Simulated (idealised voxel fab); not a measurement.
This is a process module. Its name is voxel gate over fins.
FYI the section here is cut, 255 nm wide, cells are 5 nm squares.
In this document a cross-section is written as a grid of square cells. It is given as a series of bands, listed from the top down, and a band is one or more rows of cells.
Look at the band entry: it leads with the top's height and the bottom's height in nm. Then it lists the materials left to right, with a width in nm for each. The word "all across" on a single material says that material fills the band edge to edge. The word "air" is empty space.
Ref level 0: as-received wafer is one material below here. Bottom band extends down with no lower bound ("0 down").
When a width is written as two numbers, as in "30..40", the first number is the width in the top row of cells of the band and the second is the width in its bottom row, and the width changes by the same amount from each row to the next.
"nothing different" -> step changed no cross-section cell.
Any empty space of 8 cells or more lacking an open way to the top shows up in "Closed cavity list" as width x height at distance, distance from the left edge, in nm.
Whatever follows a step's settings on its line is a remark the simulator itself makes about that step.
The setting "overlay nm" may be written on the line of a step. When the step uses a mask, the value reports how far to the right of the planned place the mask lay, and a negative value reports that it lay to the left.
Guide to the pairs. Each holds a before and an after cross-section around one process step; the after cross-section is cut off at the lowest band that changed. Look under the pair for the step between them and its settings. Pairs can come from different runs of this module on the same starting wafer, so a pair follows on from the one above it only where its entry headed "State before step" says it does.
-- State before step
- 25 to 5: air: 65 | resist: 20 | air: 15 | resist: 20 | air: 15 | resist: 20 | air: 15 | resist: 20 | air: 65
- 5 to 0: SiN all across
- 0 down: Si all across
- Closed cavity list: none
-- Step Result
- 25 to 5: air: 65 | resist: 20 | air: 15 | resist: 20 | air: 15 | resist: 20 | air: 15 | resist: 20 | air: 65
- 5 to 0: air: 65 | SiN: 20 | air: 15 | SiN: 20 | air: 15 | SiN: 20 | air: 15 | SiN: 20 | air: 65
- Under 0: no change, same as before.
- Closed cavity list: none
To go from the before cross-section above to the after cross-section, apply DIRECTIONAL_ETCH (etch materials SiN; depth nm 5)
State before step: the state before this step is the cross-section shown after the step in the pair just above.
-- Step Result
- 25 to 5: air: 65 | resist: 20 | air: 15 | resist: 20 | air: 15 | resist: 20 | air: 15 | resist: 20 | air: 65
- 5 to 0: air: 65 | SiN: 20 | air: 15 | SiN: 20 | air: 15 | SiN: 20 | air: 15 | SiN: 20 | air: 65
- 0 to -40: air: 65 | Si: 20 | air: 15 | Si: 20 | air: 15 | Si: 20 | air: 15 | Si: 20 | air: 65
- Under -40: no change, same as before.
- Closed cavity list: none
To go from the before cross-section above to the after cross-section, apply DIRECTIONAL_ETCH (etch materials Si; depth nm 40)
State before step: the state before this step is the cross-section shown after the step in the pair just above.
-- Step Result
- 5 to 0: air: 65 | SiN: 20 | air: 15 | SiN: 20 | air: 15 | SiN: 20 | air: 15 | SiN: 20 | air: 65
- Under 0: no change, same as before.
- Closed cavity list: none
To go from the before cross-section above to the after cross-section, apply STRIP (etch materials resist)
State before step: the state before this step is the cross-section shown after the step in the pair just above.
-- Step Result
- 5 to 0: air: 65 | SiN: 20 | air: 15 | SiN: 20 | air: 15 | SiN: 20 | air: 15 | SiN: 20 | air: 65
- 0 to -40: air: 65 | SiO2: 5 | Si: 10 | SiO2: 5 | air: 15 | SiO2: 5 | Si: 10 | SiO2: 5 | air: 15 | SiO2: 5 | Si: 10 | SiO2: 5 | air: 15 | SiO2: 5 | Si: 10 | SiO2: 5 | air: 65
- -40 to -45: SiO2: 70 | Si: 10 | SiO2: 25 | Si: 10 | SiO2: 25 | Si: 10 | SiO2: 25 | Si: 10 | SiO2: 70
- Under -45: no change, same as before.
- Closed cavity list: none
To go from the before cross-section above to the after cross-section, apply OXIDIZE (depth nm 5)
State before step: the state before this step is the cross-section shown after the step in the pair just above.
-- Step Result
- 15 to 5: SiO2 all across
- 5 to 0: SiO2: 65 | SiN: 20 | SiO2: 15 | SiN: 20 | SiO2: 15 | SiN: 20 | SiO2: 15 | SiN: 20 | SiO2: 65
- 0 to -45: SiO2: 70 | Si: 10 | SiO2: 25 | Si: 10 | SiO2: 25 | Si: 10 | SiO2: 25 | Si: 10 | SiO2: 70
- Under -45: no change, same as before.
- Closed cavity list: none
To go from the before cross-section above to the after cross-section, apply FILL_DEP (material SiO2; thk nm 10)
State before step: the state before this step is the cross-section shown after the step in the pair just above.
-- Step Result
- 5 to 0: SiO2: 65 | SiN: 20 | SiO2: 15 | SiN: 20 | SiO2: 15 | SiN: 20 | SiO2: 15 | SiN: 20 | SiO2: 65
- Under 0: no change, same as before.
- Closed cavity list: none
To go from the before cross-section above to the after cross-section, apply CMP (height nm 5)
State before step: the state before this step is the cross-section shown after the step in the pair just above.
-- Step Result
- 5 to 0: air: 65 | SiN: 20 | air: 15 | SiN: 20 | air: 15 | SiN: 20 | air: 15 | SiN: 20 | air: 65
- 0 to -10: air: 70 | Si: 10 | air: 25 | Si: 10 | air: 25 | Si: 10 | air: 25 | Si: 10 | air: 70
- Under -10: no change, same as before.
- Closed cavity list: none
To go from the before cross-section above to the after cross-section, apply SELECTIVE_ETCH (etch materials SiO2; depth nm 15)
State before step: the state before this step is the cross-section shown after the step in the pair just above.
-- Step Result
- 0 to -10: air: 70 | Si: 10 | air: 25 | Si: 10 | air: 25 | Si: 10 | air: 25 | Si: 10 | air: 70
- Under -10: no change, same as before.
- Closed cavity list: none
To go from the before cross-section above to the after cross-section, apply STRIP (etch materials SiN)
State before step: the state before this step is the cross-section shown after the step in the pair just above.
-- Step Result
- 5 to 0: air: 65 | HfO2: 20 | air: 15 | HfO2: 20 | air: 15 | HfO2: 20 | air: 15 | HfO2: 20 | air: 65
- 0 to -5: air: 65 | HfO2: 5 | Si: 10 | HfO2: 5 | air: 15 | HfO2: 5 | Si: 10 | HfO2: 5 | air: 15 | HfO2: 5 | Si: 10 | HfO2: 5 | air: 15 | HfO2: 5 | Si: 10 | HfO2: 5 | air: 65
- -5 to -10: HfO2: 70 | Si: 10 | HfO2: 25 | Si: 10 | HfO2: 25 | Si: 10 | HfO2: 25 | Si: 10 | HfO2: 70
- Under -10: no change, same as before.
- Closed cavity list: none
To go from the before cross-section above to the after cross-section, apply CONFORMAL_DEP (material HfO2; thk nm 5)
State before step: the state before this step is the cross-section shown after the step in the pair just above.
-- Step Result
- 10 to 5: air: 60 | TiN: 30 | air: 5 | TiN: 30 | air: 5 | TiN: 30 | air: 5 | TiN: 30 | air: 60
- 5 to 0: air: 60 | TiN: 5 | HfO2: 20 | TiN: 5 | air: 5 | TiN: 5 | HfO2: 20 | TiN: 5 | air: 5 | TiN: 5 | HfO2: 20 | TiN: 5 | air: 5 | TiN: 5 | HfO2: 20 | TiN: 5 | air: 60
- 0 to -5: TiN: 65 | HfO2: 5 | Si: 10 | HfO2: 5 | TiN: 15 | HfO2: 5 | Si: 10 | HfO2: 5 | TiN: 15 | HfO2: 5 | Si: 10 | HfO2: 5 | TiN: 15 | HfO2: 5 | Si: 10 | HfO2: 5 | TiN: 65
- Under -5: no change, same as before.
- Closed cavity list: none
To go from the before cross-section above to the after cross-section, apply CONFORMAL_DEP (material TiN; thk nm 5)
State before step: the state before this step is the cross-section shown after the step in the pair just above.
-- Step Result
- 15 to 10: air: 55 | TiAl: 145 | air: 55
- 10 to 5: air: 55 | TiAl: 5 | TiN: 30 | TiAl: 5 | TiN: 30 | TiAl: 5 | TiN: 30 | TiAl: 5 | TiN: 30 | TiAl: 5 | air: 55
- 5 to 0: TiAl: 60 | TiN: 5 | HfO2: 20 | TiN: 5 | TiAl: 5 | TiN: 5 | HfO2: 20 | TiN: 5 | TiAl: 5 | TiN: 5 | HfO2: 20 | TiN: 5 | TiAl: 5 | TiN: 5 | HfO2: 20 | TiN: 5 | TiAl: 60
- Under 0: no change, same as before.
- Closed cavity list: none
To go from the before cross-section above to the after cross-section, apply CONFORMAL_DEP (material TiAl; thk nm 5)
State before step: the state before this step is the cross-section shown after the step in the pair just above.
-- Step Result
- 20 to 15: air: 50 | TiN: 155 | air: 50
- 15 to 10: air: 50 | TiN: 5 | TiAl: 145 | TiN: 5 | air: 50
- 10 to 5: TiN: 55 | TiAl: 5 | TiN: 30 | TiAl: 5 | TiN: 30 | TiAl: 5 | TiN: 30 | TiAl: 5 | TiN: 30 | TiAl: 5 | TiN: 55
- Under 5: no change, same as before.
- Closed cavity list: none
To go from the before cross-section above to the after cross-section, apply CONFORMAL_DEP (material TiN; thk nm 5)
State before step: the state before this step is the cross-section shown after the step in the pair just above.
-- Step Result
- 35 to 20: W all across
- 20 to 15: W: 50 | TiN: 155 | W: 50
- 15 to 10: W: 50 | TiN: 5 | TiAl: 145 | TiN: 5 | W: 50
- Under 10: no change, same as before.
- Closed cavity list: none
To go from the before cross-section above to the after cross-section, apply FILL_DEP (material W; thk nm 15)
State before step: the state before this step is the cross-section shown after the step in the pair just above.
-- Step Result
- 30 to 20: W all across
- Under 20: no change, same as before.
- Closed cavity list: none
To go from the before cross-section above to the after cross-section, apply CMP (height nm 30)
State before step: the state before this step is the cross-section shown after the step in the pair just above.
-- Step Result
- 40 to 30: SiCN all across
- Under 30: no change, same as before.
- Closed cavity list: none
To go from the before cross-section above to the after cross-section, apply CONFORMAL_DEP (material SiCN; thk nm 10)
-- State before step
- 5 to 0: SiN all across
- 0 down: Si all across
- Closed cavity list: none
-- Step Result
- 25 to 5: air: 55 | resist: 15 | air: 20 | resist: 15 | air: 20 | resist: 15 | air: 20 | resist: 15 | air: 80
- Under 5: no change, same as before.
- Closed cavity list: none
To go from the before cross-section above to the after cross-section, apply PATTERN (tone cover; mask id FINS; material resist; width nm 15; pitch nm 35; thk nm 20; overlay nm -10)
State before step: the state before this step is the cross-section shown after the step in the pair just above.
-- Step Result
- 25 to 5: air: 55 | resist: 15 | air: 20 | resist: 15 | air: 20 | resist: 15 | air: 20 | resist: 15 | air: 80
- 5 to 0: air: 55 | SiN: 15 | air: 20 | SiN: 15 | air: 20 | SiN: 15 | air: 20 | SiN: 15 | air: 80
- Under 0: no change, same as before.
- Closed cavity list: none
To go from the before cross-section above to the after cross-section, apply DIRECTIONAL_ETCH (etch materials SiN; depth nm 5)
State before step: the state before this step is the cross-section shown after the step in the pair just above.
-- Step Result
- 25 to 5: air: 55 | resist: 15 | air: 20 | resist: 15 | air: 20 | resist: 15 | air: 20 | resist: 15 | air: 80
- 5 to 0: air: 55 | SiN: 15 | air: 20 | SiN: 15 | air: 20 | SiN: 15 | air: 20 | SiN: 15 | air: 80
- 0 to -40: air: 55 | Si: 15 | air: 20 | Si: 15 | air: 20 | Si: 15 | air: 20 | Si: 15 | air: 80
- Under -40: no change, same as before.
- Closed cavity list: none
To go from the before cross-section above to the after cross-section, apply DIRECTIONAL_ETCH (etch materials Si; depth nm 40)
State before step: the state before this step is the cross-section shown after the step in the pair just above.
-- Step Result
- 5 to 0: air: 55 | SiN: 15 | air: 20 | SiN: 15 | air: 20 | SiN: 15 | air: 20 | SiN: 15 | air: 80
- Under 0: no change, same as before.
- Closed cavity list: none
To go from the before cross-section above to the after cross-section, apply STRIP (etch materials resist)
State before step: the state before this step is the cross-section shown after the step in the pair just above.
-- Step Result
- 5 to 0: air: 55 | SiN: 15 | air: 20 | SiN: 15 | air: 20 | SiN: 15 | air: 20 | SiN: 15 | air: 80
- 0 to -40: air: 55 | SiO2: 5 | Si: 5 | SiO2: 5 | air: 20 | SiO2: 5 | Si: 5 | SiO2: 5 | air: 20 | SiO2: 5 | Si: 5 | SiO2: 5 | air: 20 | SiO2: 5 | Si: 5 | SiO2: 5 | air: 80
- -40 to -45: SiO2: 60 | Si: 5 | SiO2: 30 | Si: 5 | SiO2: 30 | Si: 5 | SiO2: 30 | Si: 5 | SiO2: 85
- Under -45: no change, same as before.
- Closed cavity list: none
To go from the before cross-section above to the after cross-section, apply OXIDIZE (depth nm 5)
State before step: the state before this step is the cross-section shown after the step in the pair just above.
-- Step Result
- 15 to 5: SiO2 all across
- 5 to 0: SiO2: 55 | SiN: 15 | SiO2: 20 | SiN: 15 | SiO2: 20 | SiN: 15 | SiO2: 20 | SiN: 15 | SiO2: 80
- 0 to -45: SiO2: 60 | Si: 5 | SiO2: 30 | Si: 5 | SiO2: 30 | Si: 5 | SiO2: 30 | Si: 5 | SiO2: 85
- Under -45: no change, same as before.
- Closed cavity list: none
To go from the before cross-section above to the after cross-section, apply FILL_DEP (material SiO2; thk nm 10)
State before step: the state before this step is the cross-section shown after the step in the pair just above.
-- Step Result
- 5 to 0: SiO2: 55 | SiN: 15 | SiO2: 20 | SiN: 15 | SiO2: 20 | SiN: 15 | SiO2: 20 | SiN: 15 | SiO2: 80
- Under 0: no change, same as before.
- Closed cavity list: none
To go from the before cross-section above to the after cross-section, apply CMP (height nm 5)
State before step: the state before this step is the cross-section shown after the step in the pair just above.
-- Step Result
- 5 to 0: air: 55 | SiN: 15 | air: 20 | SiN: 15 | air: 20 | SiN: 15 | air: 20 | SiN: 15 | air: 80
- 0 to -10: air: 60 | Si: 5 | air: 30 | Si: 5 | air: 30 | Si: 5 | air: 30 | Si: 5 | air: 85
- Under -10: no change, same as before.
- Closed cavity list: none
To go from the before cross-section above to the after cross-section, apply SELECTIVE_ETCH (etch materials SiO2; depth nm 15)
State before step: the state before this step is the cross-section shown after the step in the pair just above.
-- Step Result
- 0 to -10: air: 60 | Si: 5 | air: 30 | Si: 5 | air: 30 | Si: 5 | air: 30 | Si: 5 | air: 85
- Under -10: no change, same as before.
- Closed cavity list: none
To go from the before cross-section above to the after cross-section, apply STRIP (etch materials SiN)
State before step: the state before this step is the cross-section shown after the step in the pair just above.
-- Step Result
- 5 to 0: air: 55 | HfO2: 15 | air: 20 | HfO2: 15 | air: 20 | HfO2: 15 | air: 20 | HfO2: 15 | air: 80
- 0 to -5: air: 55 | HfO2: 5 | Si: 5 | HfO2: 5 | air: 20 | HfO2: 5 | Si: 5 | HfO2: 5 | air: 20 | HfO2: 5 | Si: 5 | HfO2: 5 | air: 20 | HfO2: 5 | Si: 5 | HfO2: 5 | air: 80
- -5 to -10: HfO2: 60 | Si: 5 | HfO2: 30 | Si: 5 | HfO2: 30 | Si: 5 | HfO2: 30 | Si: 5 | HfO2: 85
- Under -10: no change, same as before.
- Closed cavity list: none
To go from the before cross-section above to the after cross-section, apply CONFORMAL_DEP (material HfO2; thk nm 5)
State before step: the state before this step is the cross-section shown after the step in the pair just above.
-- Step Result
- 10 to 5: air: 50 | TiN: 25 | air: 10 | TiN: 25 | air: 10 | TiN: 25 | air: 10 | TiN: 25 | air: 75
- 5 to 0: air: 50 | TiN: 5 | HfO2: 15 | TiN: 5 | air: 10 | TiN: 5 | HfO2: 15 | TiN: 5 | air: 10 | TiN: 5 | HfO2: 15 | TiN: 5 | air: 10 | TiN: 5 | HfO2: 15 | TiN: 5 | air: 75
- 0 to -5: TiN: 55 | HfO2: 5 | Si: 5 | HfO2: 5 | TiN: 20 | HfO2: 5 | Si: 5 | HfO2: 5 | TiN: 20 | HfO2: 5 | Si: 5 | HfO2: 5 | TiN: 20 | HfO2: 5 | Si: 5 | HfO2: 5 | TiN: 80
- Under -5: no change, same as before.
- Closed cavity list: none
To go from the before cross-section above to the after cross-section, apply CONFORMAL_DEP (material TiN; thk nm 5)
State before step: the state before this step is the cross-section shown after the step in the pair just above.
-- Step Result
- 15 to 10: air: 45 | TiAl: 140 | air: 70
- 10 to 5: air: 45 | TiAl: 5 | TiN: 25 | TiAl: 10 | TiN: 25 | TiAl: 10 | TiN: 25 | TiAl: 10 | TiN: 25 | TiAl: 5 | air: 70
- 5 to 0: TiAl: 50 | TiN: 5 | HfO2: 15 | TiN: 5 | TiAl: 10 | TiN: 5 | HfO2: 15 | TiN: 5 | TiAl: 10 | TiN: 5 | HfO2: 15 | TiN: 5 | TiAl: 10 | TiN: 5 | HfO2: 15 | TiN: 5 | TiAl: 75
- Under 0: no change, same as before.
- Closed cavity list: none
To go from the before cross-section above to the after cross-section, apply CONFORMAL_DEP (material TiAl; thk nm 5)
State before step: the state before this step is the cross-section shown after the step in the pair just above.
-- Step Result
- 20 to 15: air: 40 | TiN: 150 | air: 65
- 15 to 10: air: 40 | TiN: 5 | TiAl: 140 | TiN: 5 | air: 65
- 10 to 5: TiN: 45 | TiAl: 5 | TiN: 25 | TiAl: 10 | TiN: 25 | TiAl: 10 | TiN: 25 | TiAl: 10 | TiN: 25 | TiAl: 5 | TiN: 70
- Under 5: no change, same as before.
- Closed cavity list: none
To go from the before cross-section above to the after cross-section, apply CONFORMAL_DEP (material TiN; thk nm 5)
State before step: the state before this step is the cross-section shown after the step in the pair just above.
-- Step Result
- 35 to 20: W all across
- 20 to 15: W: 40 | TiN: 150 | W: 65
- 15 to 10: W: 40 | TiN: 5 | TiAl: 140 | TiN: 5 | W: 65
- Under 10: no change, same as before.
- Closed cavity list: none
To go from the before cross-section above to the after cross-section, apply FILL_DEP (material W; thk nm 15)
State before step: the state before this step is the cross-section shown after the step in the pair just above.
-- Step Result
- 30 to 20: W all across
- Under 20: no change, same as before.
- Closed cavity list: none
To go from the before cross-section above to the after cross-section, apply CMP (height nm 30)
State before step: the state before this step is the cross-section shown after the step in the pair just above.
-- Step Result
- 40 to 30: SiCN all across
- Under 30: no change, same as before.
- Closed cavity list: none
To go from the before cross-section above to the after cross-section, apply CONFORMAL_DEP (material SiCN; thk nm 10)
-- State before step
- 5 to 0: air: 65 | HfO2: 15 | air: 20 | HfO2: 15 | air: 20 | HfO2: 15 | air: 20 | HfO2: 15 | air: 70
- 0 to -5: air: 65 | HfO2: 5 | Si: 5 | HfO2: 5 | air: 20 | HfO2: 5 | Si: 5 | HfO2: 5 | air: 20 | HfO2: 5 | Si: 5 | HfO2: 5 | air: 20 | HfO2: 5 | Si: 5 | HfO2: 5 | air: 70
- -5 to -10: HfO2: 70 | Si: 5 | HfO2: 30 | Si: 5 | HfO2: 30 | Si: 5 | HfO2: 30 | Si: 5 | HfO2: 75
- -10 to -45: SiO2: 70 | Si: 5 | SiO2: 30 | Si: 5 | SiO2: 30 | Si: 5 | SiO2: 30 | Si: 5 | SiO2: 75
- -45 down: Si all across
- Closed cavity list: none
-- Step Result
- 10 to 5: air: 60 | TiAl: 25 | air: 10 | TiAl: 25 | air: 10 | TiAl: 25 | air: 10 | TiAl: 25 | air: 65
- 5 to 0: air: 60 | TiAl: 5 | HfO2: 15 | TiAl: 5 | air: 10 | TiAl: 5 | HfO2: 15 | TiAl: 5 | air: 10 | TiAl: 5 | HfO2: 15 | TiAl: 5 | air: 10 | TiAl: 5 | HfO2: 15 | TiAl: 5 | air: 65
- 0 to -5: TiAl: 65 | HfO2: 5 | Si: 5 | HfO2: 5 | TiAl: 20 | HfO2: 5 | Si: 5 | HfO2: 5 | TiAl: 20 | HfO2: 5 | Si: 5 | HfO2: 5 | TiAl: 20 | HfO2: 5 | Si: 5 | HfO2: 5 | TiAl: 70
- Under -5: no change, same as before.
- Closed cavity list: none
To go from the before cross-section above to the after cross-section, apply CONFORMAL_DEP (material TiAl; thk nm 5)
State before step: the state before this step is the cross-section shown after the step in the pair just above.
-- Step Result
- 15 to 5: air: 55 | TiAl: 140 | air: 60
- 5 to 0: TiAl: 65 | HfO2: 15 | TiAl: 20 | HfO2: 15 | TiAl: 20 | HfO2: 15 | TiAl: 20 | HfO2: 15 | TiAl: 70
- Under 0: no change, same as before.
- Closed cavity list: none
To go from the before cross-section above to the after cross-section, apply CONFORMAL_DEP (material TiAl; thk nm 5)
State before step: the state before this step is the cross-section shown after the step in the pair just above.
-- Step Result
- 20 to 15: air: 50 | TiN: 150 | air: 55
- 15 to 10: air: 50 | TiN: 5 | TiAl: 140 | TiN: 5 | air: 55
- 10 to 5: TiN: 55 | TiAl: 140 | TiN: 60
- Under 5: no change, same as before.
- Closed cavity list: none
To go from the before cross-section above to the after cross-section, apply CONFORMAL_DEP (material TiN; thk nm 5)
State before step: the state before this step is the cross-section shown after the step in the pair just above.
-- Step Result
- 35 to 20: W all across
- 20 to 15: W: 50 | TiN: 150 | W: 55
- 15 to 10: W: 50 | TiN: 5 | TiAl: 140 | TiN: 5 | W: 55
- Under 10: no change, same as before.
- Closed cavity list: none
To go from the before cross-section above to the after cross-section, apply FILL_DEP (material W; thk nm 15)
State before step: the state before this step is the cross-section shown after the step in the pair just above.
-- Step Result
- 30 to 20: W all across
- Under 20: no change, same as before.
- Closed cavity list: none
To go from the before cross-section above to the after cross-section, apply CMP (height nm 30)
State before step: the state before this step is the cross-section shown after the step in the pair just above.
-- Step Result
- 40 to 30: SiCN all across
- Under 30: no change, same as before.
- Closed cavity list: none
To go from the before cross-section above to the after cross-section, apply CONFORMAL_DEP (material SiCN; thk nm 10)
-- State before step
- 5 to 0: SiN all across
- 0 down: Si all across
- Closed cavity list: none
-- Step Result
- 25 to 5: resist: 65 | air: 15 | resist: 20 | air: 15 | resist: 20 | air: 15 | resist: 20 | air: 15 | resist: 70
- Under 5: no change, same as before.
- Closed cavity list: none
To go from the before cross-section above to the after cross-section, apply PATTERN (tone open; mask id FINS; material resist; width nm 15; pitch nm 35; thk nm 20; overlay nm 0)
State before step: the state before this step is the cross-section shown after the step in the pair just above.
-- Step Result
- 25 to 5: resist: 65 | air: 15 | resist: 20 | air: 15 | resist: 20 | air: 15 | resist: 20 | air: 15 | resist: 70
- 5 to 0: SiN: 65 | air: 15 | SiN: 20 | air: 15 | SiN: 20 | air: 15 | SiN: 20 | air: 15 | SiN: 70
- Under 0: no change, same as before.
- Closed cavity list: none
To go from the before cross-section above to the after cross-section, apply DIRECTIONAL_ETCH (etch materials SiN; depth nm 5)
State before step: the state before this step is the cross-section shown after the step in the pair just above.
-- Step Result
- 25 to 5: resist: 65 | air: 15 | resist: 20 | air: 15 | resist: 20 | air: 15 | resist: 20 | air: 15 | resist: 70
- 5 to 0: SiN: 65 | air: 15 | SiN: 20 | air: 15 | SiN: 20 | air: 15 | SiN: 20 | air: 15 | SiN: 70
- 0 to -40: Si: 65 | air: 15 | Si: 20 | air: 15 | Si: 20 | air: 15 | Si: 20 | air: 15 | Si: 70
- Under -40: no change, same as before.
- Closed cavity list: none
To go from the before cross-section above to the after cross-section, apply DIRECTIONAL_ETCH (etch materials Si; depth nm 40)
State before step: the state before this step is the cross-section shown after the step in the pair just above.
-- Step Result
- 5 to 0: SiN: 65 | air: 15 | SiN: 20 | air: 15 | SiN: 20 | air: 15 | SiN: 20 | air: 15 | SiN: 70
- Under 0: no change, same as before.
- Closed cavity list: none
To go from the before cross-section above to the after cross-section, apply STRIP (etch materials resist)
State before step: the state before this step is the cross-section shown after the step in the pair just above.
-- Step Result
- 5 to 0: SiN: 65 | air: 15 | SiN: 20 | air: 15 | SiN: 20 | air: 15 | SiN: 20 | air: 15 | SiN: 70
- 0 to -40: Si: 60 | SiO2: 5 | air: 15 | SiO2: 5 | Si: 10 | SiO2: 5 | air: 15 | SiO2: 5 | Si: 10 | SiO2: 5 | air: 15 | SiO2: 5 | Si: 10 | SiO2: 5 | air: 15 | SiO2: 5 | Si: 65
- -40 to -45: Si: 60 | SiO2: 25 | Si: 10 | SiO2: 25 | Si: 10 | SiO2: 25 | Si: 10 | SiO2: 25 | Si: 65
- Under -45: no change, same as before.
- Closed cavity list: none
To go from the before cross-section above to the after cross-section, apply OXIDIZE (depth nm 5)
State before step: the state before this step is the cross-section shown after the step in the pair just above.
-- Step Result
- 15 to 5: SiO2 all across
- 5 to 0: SiN: 65 | SiO2: 15 | SiN: 20 | SiO2: 15 | SiN: 20 | SiO2: 15 | SiN: 20 | SiO2: 15 | SiN: 70
- 0 to -45: Si: 60 | SiO2: 25 | Si: 10 | SiO2: 25 | Si: 10 | SiO2: 25 | Si: 10 | SiO2: 25 | Si: 65
- Under -45: no change, same as before.
- Closed cavity list: none
To go from the before cross-section above to the after cross-section, apply FILL_DEP (material SiO2; thk nm 10)
State before step: the state before this step is the cross-section shown after the step in the pair just above.
-- Step Result
- 5 to 0: SiN: 65 | SiO2: 15 | SiN: 20 | SiO2: 15 | SiN: 20 | SiO2: 15 | SiN: 20 | SiO2: 15 | SiN: 70
- Under 0: no change, same as before.
- Closed cavity list: none
To go from the before cross-section above to the after cross-section, apply CMP (height nm 5)
State before step: the state before this step is the cross-section shown after the step in the pair just above.
-- Step Result
- 5 to 0: SiN: 65 | air: 15 | SiN: 20 | air: 15 | SiN: 20 | air: 15 | SiN: 20 | air: 15 | SiN: 70
- 0 to -10: Si: 60 | air: 25 | Si: 10 | air: 25 | Si: 10 | air: 25 | Si: 10 | air: 25 | Si: 65
- Under -10: no change, same as before.
- Closed cavity list: none
To go from the before cross-section above to the after cross-section, apply SELECTIVE_ETCH (etch materials SiO2; depth nm 15)
State before step: the state before this step is the cross-section shown after the step in the pair just above.
-- Step Result
- 0 to -10: Si: 60 | air: 25 | Si: 10 | air: 25 | Si: 10 | air: 25 | Si: 10 | air: 25 | Si: 65
- Under -10: no change, same as before.
- Closed cavity list: none
To go from the before cross-section above to the after cross-section, apply STRIP (etch materials SiN)
State before step: the state before this step is the cross-section shown after the step in the pair just above.
-- Step Result
- 5 to 0: HfO2: 65 | air: 15 | HfO2: 20 | air: 15 | HfO2: 20 | air: 15 | HfO2: 20 | air: 15 | HfO2: 70
- 0 to -5: Si: 60 | HfO2: 5 | air: 15 | HfO2: 5 | Si: 10 | HfO2: 5 | air: 15 | HfO2: 5 | Si: 10 | HfO2: 5 | air: 15 | HfO2: 5 | Si: 10 | HfO2: 5 | air: 15 | HfO2: 5 | Si: 65
- -5 to -10: Si: 60 | HfO2: 25 | Si: 10 | HfO2: 25 | Si: 10 | HfO2: 25 | Si: 10 | HfO2: 25 | Si: 65
- Under -10: no change, same as before.
- Closed cavity list: none
To go from the before cross-section above to the after cross-section, apply CONFORMAL_DEP (material HfO2; thk nm 5)
State before step: the state before this step is the cross-section shown after the step in the pair just above.
-- Step Result
- 10 to 5: TiN: 70 | air: 5 | TiN: 30 | air: 5 | TiN: 30 | air: 5 | TiN: 30 | air: 5 | TiN: 75
- 5 to 0: HfO2: 65 | TiN: 5 | air: 5 | TiN: 5 | HfO2: 20 | TiN: 5 | air: 5 | TiN: 5 | HfO2: 20 | TiN: 5 | air: 5 | TiN: 5 | HfO2: 20 | TiN: 5 | air: 5 | TiN: 5 | HfO2: 70
- 0 to -5: Si: 60 | HfO2: 5 | TiN: 15 | HfO2: 5 | Si: 10 | HfO2: 5 | TiN: 15 | HfO2: 5 | Si: 10 | HfO2: 5 | TiN: 15 | HfO2: 5 | Si: 10 | HfO2: 5 | TiN: 15 | HfO2: 5 | Si: 65
- Under -5: no change, same as before.
- Closed cavity list: none
To go from the before cross-section above to the after cross-section, apply CONFORMAL_DEP (material TiN; thk nm 5)
State before step: the state before this step is the cross-section shown after the step in the pair just above.
-- Step Result
- 15 to 10: TiAl all across
- 10 to 5: TiN: 70 | TiAl: 5 | TiN: 30 | TiAl: 5 | TiN: 30 | TiAl: 5 | TiN: 30 | TiAl: 5 | TiN: 75
- 5 to 0: HfO2: 65 | TiN: 5 | TiAl: 5 | TiN: 5 | HfO2: 20 | TiN: 5 | TiAl: 5 | TiN: 5 | HfO2: 20 | TiN: 5 | TiAl: 5 | TiN: 5 | HfO2: 20 | TiN: 5 | TiAl: 5 | TiN: 5 | HfO2: 70
- Under 0: no change, same as before.
- Closed cavity list: none
To go from the before cross-section above to the after cross-section, apply CONFORMAL_DEP (material TiAl; thk nm 5)
State before step: the state before this step is the cross-section shown after the step in the pair just above.
-- Step Result
- 20 to 15: TiN all across
- Under 15: no change, same as before.
- Closed cavity list: none
To go from the before cross-section above to the after cross-section, apply CONFORMAL_DEP (material TiN; thk nm 5)
State before step: the state before this step is the cross-section shown after the step in the pair just above.
-- Step Result
- 35 to 20: W all across
- Under 20: no change, same as before.
- Closed cavity list: none
To go from the before cross-section above to the after cross-section, apply FILL_DEP (material W; thk nm 15)
State before step: the state before this step is the cross-section shown after the step in the pair just above.
-- Step Result
- 30 to 20: W all across
- Under 20: no change, same as before.
- Closed cavity list: none
To go from the before cross-section above to the after cross-section, apply CMP (height nm 30)
State before step: the state before this step is the cross-section shown after the step in the pair just above.
-- Step Result
- 40 to 30: SiCN all across
- Under 30: no change, same as before.
- Closed cavity list: none
To go from the before cross-section above to the after cross-section, apply CONFORMAL_DEP (material SiCN; thk nm 10)
